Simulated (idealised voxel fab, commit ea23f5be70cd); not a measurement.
Name of the process module below: voxel released beams
160 nm wide, 5 nm square cells: that's cross-section cut.
When this document writes out a cross-section, it uses a grid of square cells and lists it as bands, beginning at the top and moving down, with a band standing for one or more rows of cells. In this notation a band is specified by the heights of its top and bottom, in that order and in nm, after which its materials appear from left to right, each paired with its width in nm. The word "full width" attached to a single material means that material fills the band from edge to edge; the word "air" stands for empty space. Heights from 0 (as-received wafer is one material below). Bottom band endless downward, as "0 nm and below". The expression "30..40" gives the width at the extremes of the band, the first number at its top row of cells and the second at its bottom row, with the width changing by equal amounts from each row to the next in between. "same as before", as given for a step, is the statement that not any cell of the cross-section underwent a change during that step. Look at "Voids lacking openings" for the closed voids: empty spaces with no open path to the top, sized 8 cells or up. Each is width x height at distance, distance from the left edge, all nm. Note: text after step settings on the step line = simulator remark on that step. If you see "overlay nm" on a step's line and that step has a mask, it's telling you how far right of where it was planned the mask ended up; a negative number means it went left instead.

-- Steps in the process plan
| 1 | RECEIVE, material Si |
| 2 | CONFORMAL_DEP, material SiN, thk nm 5 |
| 3 | DIRECTIONAL_DEP, material SiO2, thk nm 10 |
| 4 | DIRECTIONAL_DEP, material aC, thk nm 10 |
| 5 | PATTERN, tone open, mask id ANCHOR, material resist, width nm 30, thk nm 30, overlay nm 0 |
| 6 | DIRECTIONAL_ETCH, etch materials aC, depth nm 10 |
| 7 | STRIP, etch materials resist |
| 8 | DIRECTIONAL_ETCH, etch materials SiO2, depth nm 10 |
| 9 | STRIP, etch materials aC |
| 10 | CONFORMAL_DEP, material polySi, thk nm 10 |
| 11 | PATTERN, tone cover, mask id BEAM, material resist, width nm 105, thk nm 15, overlay nm -10 |
| 12 | DIRECTIONAL_ETCH, etch materials polySi, depth nm 10 |
| 13 | STRIP, etch materials resist |
| 14 | STRIP, etch materials SiO2 |
Heads up: all these wafers start the same, and what changes between them is the overlay nm in step 11. The value you see in the plan is just what the first wafer got.

-- Received wafers, first of several: cross-section after step 1
> 0 nm and below: Si full width
> Voids lacking openings: none

-- Wafer rows, end of module: cells per material gained (+) or lost (-) since receipt; closed voids last
overlay nm -10 | +32 SiN | +50 polySi | Voids lacking openings: none
overlay nm -5 | +32 SiN | +50 polySi | Voids lacking openings: none
overlay nm 0 | +32 SiN | +50 polySi | Voids lacking openings: none
overlay nm 5 | +32 SiN | +50 polySi | Voids lacking openings: none
overlay nm 10 | +32 SiN | +50 polySi | Voids lacking openings: none
overlay nm 15 | +32 SiN | +50 polySi | Voids lacking openings: none
